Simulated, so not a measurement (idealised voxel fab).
process module | voxel self aligned contacts
cross-section cut | 215 nm wide | cells 5 nm
A cross-section is a grid of square cells, given in bands from the top down. A band is one or more rows of cells.
Each band's line starts with the height of the band's top and of its bottom, in nm. Then come its materials from left to right, each with its width in nm. One material with "throughout" fills the band from edge to edge. "air" is empty space.
Height 0 is the level under which the wafer as received is all one material. The lowest band goes on downwards, as in "0 down".
A width such as "30 to 40" changes by the same amount from each row of cells to the next, from the band's top row to its bottom row.
"no change" after a step means that no cell of the cross-section changed.
closed voids: empty space of 8 cells or more with no open way to the top, each as width x height at its distance from the left edge, in nm
after a step's settings: what the simulator itself notes on the step
overlay nm, on a step with a mask: how far to the right of its planned place the mask lay; to the left if negative
plan
1 op RECEIVE | material Si
2 op CONFORMAL_DEP | material SiO2 | thk nm 5
3 op DIRECTIONAL_DEP | material polySi | thk nm 30
4 op DIRECTIONAL_DEP | material SiN | thk nm 15
5 op DIRECTIONAL_DEP | material aC | thk nm 15
6 op PATTERN | tone cover | mask id GATE | material resist | width nm 35 | pitch nm 60 | thk nm 30 | overlay nm 0
7 op DIRECTIONAL_ETCH | etch materials aC | depth nm 15
8 op STRIP | etch materials resist
9 op DIRECTIONAL_ETCH | etch materials SiN | depth nm 15
10 op DIRECTIONAL_ETCH | etch materials polySi | depth nm 30
11 op STRIP | etch materials aC
12 op CONFORMAL_DEP | material SiN | thk nm 5
13 op DIRECTIONAL_ETCH | etch materials SiN | depth nm 5
14 op FILL_DEP | material SiO2 | thk nm 20
15 op CMP | height nm 60
16 op PATTERN | tone open | mask id CONTACT | material resist | width nm 45 | thk nm 20 | overlay nm 0
17 op DIRECTIONAL_ETCH | etch materials SiO2 | depth nm 60
18 op STRIP | etch materials resist
19 op CONFORMAL_DEP | material TiN | thk nm 5
20 op FILL_DEP | material W | thk nm 5
21 op CMP | height nm 60
22 op CONFORMAL_DEP | material SiN | thk nm 5
as received, after step 1
  0 down: Si throughout
  closed voids: none
first wafer at the end, as planned
  65 to 60: SiN throughout
  60 to 50: SiO2 85 | TiN 5 to 20 | W 35 to 5 | TiN 5 to 20 | SiO2 85
  50 to 35: SiO2 55 | SiN 45 | TiN 5 | W 5 | TiN 5 | SiN 45 | SiO2 55
  35 to 5: SiO2 55 | SiN 5 | polySi 35 | SiN 5 | TiN 5 | W 5 | TiN 5 | SiN 5 | polySi 35 | SiN 5 | SiO2 55
  5 to 0: SiO2 100 | TiN 15 | SiO2 100
  0 down: Si throughout
  closed voids: none
second wafer at the end: like start, like plan, one mistake
  65 to 60: SiN throughout
  60 to 40: SiO2 55 | SiN 5 | polySi 35 | SiN 5 | TiN 5 | W 5 | TiN 5 | SiN 5 | polySi 35 | SiN 5 | SiO2 55
  40 to 35: SiO2 55 | SiN 5 | polySi 35 | SiN 5 | TiN 15 | SiN 5 | polySi 35 | SiN 5 | SiO2 55
  35 to 5: polySi throughout
  5 to 0: SiO2 throughout
  0 down: Si throughout
  closed voids: none
what went wrong: step 3 was run twice
at the end the second wafer has, in cells: 58 fewer of SiN | 153 fewer of SiO2 | 20 fewer of TiN | 13 fewer of W | 244 more of polySi
